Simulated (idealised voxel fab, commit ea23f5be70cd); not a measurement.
process module | voxel wiring stack
cross-section cut | 260 nm wide | cells 5 nm
A cross-section is a grid of square cells, given in bands from the top down. A band is one or more rows of cells.
Each band's line starts with the height of the band's top and of its bottom, in nm. Then come its materials from left to right, each with its width in nm. One material with "throughout" fills the band from edge to edge. "air" is empty space.
Height 0 is the level under which the wafer as received is all one material. The lowest band goes on downwards, as in "0 down".
A width such as "30 to 40" changes by the same amount from each row of cells to the next, from the band's top row to its bottom row.
"no change" after a step means that no cell of the cross-section changed.
closed voids: empty space of 8 cells or more with no open way to the top, each as width x height at its distance from the left edge, in nm
after a step's settings: what the simulator itself notes on the step
overlay nm, on a step with a mask: how far to the right of its planned place the mask lay; to the left if negative
plan
1 op RECEIVE | material Si
2 op CONFORMAL_DEP | material SiO2 | thk nm 10
3 op DIRECTIONAL_DEP | material TiN | thk nm 5
4 op DIRECTIONAL_DEP | material Ru | thk nm 20
5 op PATTERN | tone cover | mask id METAL_1 | material resist | width nm 30 | pitch nm 50 | thk nm 20 | overlay nm 0
6 op DIRECTIONAL_ETCH | etch materials Ru | depth nm 20
7 op DIRECTIONAL_ETCH | etch materials TiN | depth nm 5
8 op STRIP | etch materials resist
9 op FILL_DEP | material SiO2 | thk nm 5
10 op CMP | height nm 35
11 op CONFORMAL_DEP | material SiCN | thk nm 5
12 op DIRECTIONAL_DEP | material SiO2 | thk nm 10
13 op DIRECTIONAL_DEP | material aC | thk nm 10
14 op PATTERN | tone open | mask id PLUG_1 | material resist | width nm 15 | pitch nm 50 | thk nm 25 | overlay nm 0
15 op DIRECTIONAL_ETCH | etch materials aC | depth nm 10
16 op STRIP | etch materials resist
17 op DIRECTIONAL_ETCH | etch materials SiO2 | depth nm 10
18 op DIRECTIONAL_ETCH | etch materials SiCN | depth nm 5
19 op STRIP | etch materials aC
20 op EPI | material Ru | thk nm 10
21 op EPI | material Ru | thk nm 5
22 op DIRECTIONAL_DEP | material TiN | thk nm 5
23 op DIRECTIONAL_DEP | material Ru | thk nm 25
24 op DIRECTIONAL_DEP | material aC | thk nm 10
25 op PATTERN | tone cover | mask id METAL_2 | material resist | width nm 30 | pitch nm 50 | thk nm 30 | overlay nm 0
26 op DIRECTIONAL_ETCH | etch materials aC | depth nm 10
27 op STRIP | etch materials resist
28 op DIRECTIONAL_ETCH | etch materials Ru | depth nm 25
29 op DIRECTIONAL_ETCH | etch materials TiN | depth nm 5
30 op STRIP | etch materials aC
31 op FILL_DEP | material SiO2 | thk nm 10
32 op CMP | height nm 80
33 op CONFORMAL_DEP | material SiCN | thk nm 5
34 op DIRECTIONAL_DEP | material lowk | thk nm 25
35 op DIRECTIONAL_DEP | material aC | thk nm 15
36 op PATTERN | tone open | mask id METAL_3_HOLES | material resist | width nm 15 | pitch nm 50 | thk nm 35 | overlay nm 0
37 op DIRECTIONAL_ETCH | etch materials aC | depth nm 15
38 op STRIP | etch materials resist
39 op DIRECTIONAL_ETCH | etch materials lowk | depth nm 25
40 op STRIP | etch materials aC
41 op DIRECTIONAL_DEP | material aC | thk nm 10
42 op PATTERN | tone open | mask id METAL_3 | material resist | width nm 30 | pitch nm 50 | thk nm 25 | overlay nm 0
43 op DIRECTIONAL_ETCH | etch materials aC | depth nm 10
44 op STRIP | etch materials resist
45 op DIRECTIONAL_ETCH | etch materials lowk | depth nm 15
46 op DIRECTIONAL_ETCH | etch materials SiCN | depth nm 5
47 op STRIP | etch materials aC
48 op CONFORMAL_DEP | material TiN | thk nm 5
49 op FILL_DEP | material Cu | thk nm 5
50 op CMP | height nm 110
51 op CONFORMAL_DEP | material SiCN | thk nm 5
52 op DIRECTIONAL_DEP | material SiO2 | thk nm 15
53 op DIRECTIONAL_DEP | material aC | thk nm 10
54 op PATTERN | tone open | mask id PLUG_3 | material resist | width nm 15 | pitch nm 50 | thk nm 25 | overlay nm 0
55 op DIRECTIONAL_ETCH | etch materials aC | depth nm 10
56 op STRIP | etch materials resist
57 op DIRECTIONAL_ETCH | etch materials SiO2 | depth nm 15
58 op DIRECTIONAL_ETCH | etch materials SiCN | depth nm 5
59 op STRIP | etch materials aC
60 op EPI | material Ru | thk nm 10
61 op EPI | material Ru | thk nm 10
62 op DIRECTIONAL_DEP | material TiN | thk nm 5
63 op DIRECTIONAL_DEP | material Ru | thk nm 20
64 op MASKED_ETCH | tone cover | mask id METAL_4 | width nm 30 | pitch nm 50 | etch materials Ru | depth nm 20 | overlay nm 0
65 op MASKED_ETCH | tone cover | mask id METAL_4 | width nm 30 | pitch nm 50 | etch materials TiN | depth nm 5 | overlay nm 0
66 op FILL_DEP | material SiO2 | thk nm 5
67 op CMP | height nm 155
68 op CONFORMAL_DEP | material SiCN | thk nm 5
as received, after step 1
  0 down: Si throughout
  closed voids: none
first wafer at the end, as planned
  160 to 155: SiCN throughout
  155 to 135: SiO2 40 | Ru 30 | SiO2 20 | Ru 30 | SiO2 20 | Ru 30 | SiO2 20 | Ru 30 | SiO2 40
  135 to 130: SiO2 40 | TiN 30 | SiO2 20 | TiN 30 | SiO2 20 | TiN 30 | SiO2 20 | TiN 30 | SiO2 40
  130 to 115: SiO2 40 | Ru 15 | SiO2 35 | Ru 15 | SiO2 35 | Ru 15 | SiO2 35 | Ru 15 | SiO2 55
  115 to 110: SiCN 40 | Ru 15 | SiCN 35 | Ru 15 | SiCN 35 | Ru 15 | SiCN 35 | Ru 15 | SiCN 55
  110 to 100: lowk 40 | TiN 5 | Cu 20 | TiN 5 | lowk 20 | TiN 5 | Cu 20 | TiN 5 | lowk 20 | TiN 5 | Cu 20 | TiN 5 | lowk 20 | TiN 5 | Cu 20 | TiN 5 | lowk 40
  100 to 95: lowk 40 | TiN 5 | Cu 5 | TiN 20 | lowk 20 | TiN 5 | Cu 5 | TiN 20 | lowk 20 | TiN 5 | Cu 5 | TiN 20 | lowk 20 | TiN 5 | Cu 5 | TiN 20 | lowk 40
  95 to 85: lowk 40 | TiN 5 | Cu 5 | TiN 5 | lowk 35 | TiN 5 | Cu 5 | TiN 5 | lowk 35 | TiN 5 | Cu 5 | TiN 5 | lowk 35 | TiN 5 | Cu 5 | TiN 5 | lowk 55
  85 to 80: SiCN 40 | TiN 15 | SiCN 35 | TiN 15 | SiCN 35 | TiN 15 | SiCN 35 | TiN 15 | SiCN 55
  80 to 55: SiO2 40 | Ru 30 | SiO2 20 | Ru 30 | SiO2 20 | Ru 30 | SiO2 20 | Ru 30 | SiO2 40
  55 to 50: SiO2 40 | TiN 30 | SiO2 20 | TiN 30 | SiO2 20 | TiN 30 | SiO2 20 | TiN 30 | SiO2 40
  50 to 40: SiO2 40 | Ru 15 | SiO2 35 | Ru 15 | SiO2 35 | Ru 15 | SiO2 35 | Ru 15 | SiO2 55
  40 to 35: SiCN 40 | Ru 15 | SiCN 35 | Ru 15 | SiCN 35 | Ru 15 | SiCN 35 | Ru 15 | SiCN 55
  35 to 15: SiO2 40 | Ru 30 | SiO2 20 | Ru 30 | SiO2 20 | Ru 30 | SiO2 20 | Ru 30 | SiO2 40
  15 to 10: SiO2 40 | TiN 30 | SiO2 20 | TiN 30 | SiO2 20 | TiN 30 | SiO2 20 | TiN 30 | SiO2 40
  10 to 0: SiO2 throughout
  0 down: Si throughout
  closed voids: none
second wafer at the end: like start, like plan, one mistake
  160 to 155: SiCN throughout
  155 to 135: SiO2 40 | Ru 30 | SiO2 20 | Ru 30 | SiO2 20 | Ru 30 | SiO2 20 | Ru 30 | SiO2 40
  135 to 130: SiO2 40 | TiN 30 | SiO2 20 | TiN 30 | SiO2 20 | TiN 30 | SiO2 20 | TiN 30 | SiO2 40
  130 to 115: SiO2 40 | Ru 15 | SiO2 35 | Ru 15 | SiO2 35 | Ru 15 | SiO2 35 | Ru 15 | SiO2 55
  115 to 110: SiCN 40 | Ru 15 | SiCN 35 | Ru 15 | SiCN 35 | Ru 15 | SiCN 35 | Ru 15 | SiCN 55
  110 to 100: lowk 40 | TiN 5 | Cu 20 | TiN 5 | lowk 20 | TiN 5 | Cu 20 | TiN 5 | lowk 20 | TiN 5 | Cu 20 | TiN 5 | lowk 20 | TiN 5 | Cu 20 | TiN 5 | lowk 40
  100 to 95: lowk 40 | TiN 5 | Cu 5 | TiN 20 | lowk 20 | TiN 5 | Cu 5 | TiN 20 | lowk 20 | TiN 5 | Cu 5 | TiN 20 | lowk 20 | TiN 5 | Cu 5 | TiN 20 | lowk 40
  95 to 85: lowk 40 | TiN 5 | Cu 5 | TiN 5 | lowk 35 | TiN 5 | Cu 5 | TiN 5 | lowk 35 | TiN 5 | Cu 5 | TiN 5 | lowk 35 | TiN 5 | Cu 5 | TiN 5 | lowk 55
  85 to 80: SiCN 40 | TiN 15 | SiCN 35 | TiN 15 | SiCN 35 | TiN 15 | SiCN 35 | TiN 15 | SiCN 55
  80 to 70: SiO2 55 | Ru 15 | SiO2 35 | Ru 15 | SiO2 35 | Ru 15 | SiO2 35 | Ru 15 | SiO2 40
  70 to 55: SiO2 40 | Ru 30 | SiO2 20 | Ru 30 | SiO2 20 | Ru 30 | SiO2 20 | Ru 30 | SiO2 40
  55 to 50: SiO2 40 | Ru 15 | TiN 15 | SiO2 20 | Ru 15 | TiN 15 | SiO2 20 | Ru 15 | TiN 15 | SiO2 20 | Ru 15 | TiN 15 | SiO2 40
  50 to 45: SiO2 40 | Ru 15 | SiO2 35 | Ru 15 | SiO2 35 | Ru 15 | SiO2 35 | Ru 15 | SiO2 55
  45 to 40: SiO2 40 | TiN 15 | SiO2 35 | TiN 15 | SiO2 35 | TiN 15 | SiO2 35 | TiN 15 | SiO2 55
  40 to 35: SiCN 40 | Ru 15 | SiCN 35 | Ru 15 | SiCN 35 | Ru 15 | SiCN 35 | Ru 15 | SiCN 55
  35 to 15: SiO2 40 | Ru 30 | SiO2 20 | Ru 30 | SiO2 20 | Ru 30 | SiO2 20 | Ru 30 | SiO2 40
  15 to 10: SiO2 40 | TiN 30 | SiO2 20 | TiN 30 | SiO2 20 | TiN 30 | SiO2 20 | TiN 30 | SiO2 40
  10 to 0: SiO2 throughout
  0 down: Si throughout
  closed voids: none
what went wrong: step 20 was left out
at the end the second wafer has, in cells: 24 fewer of Ru | 24 more of SiO2
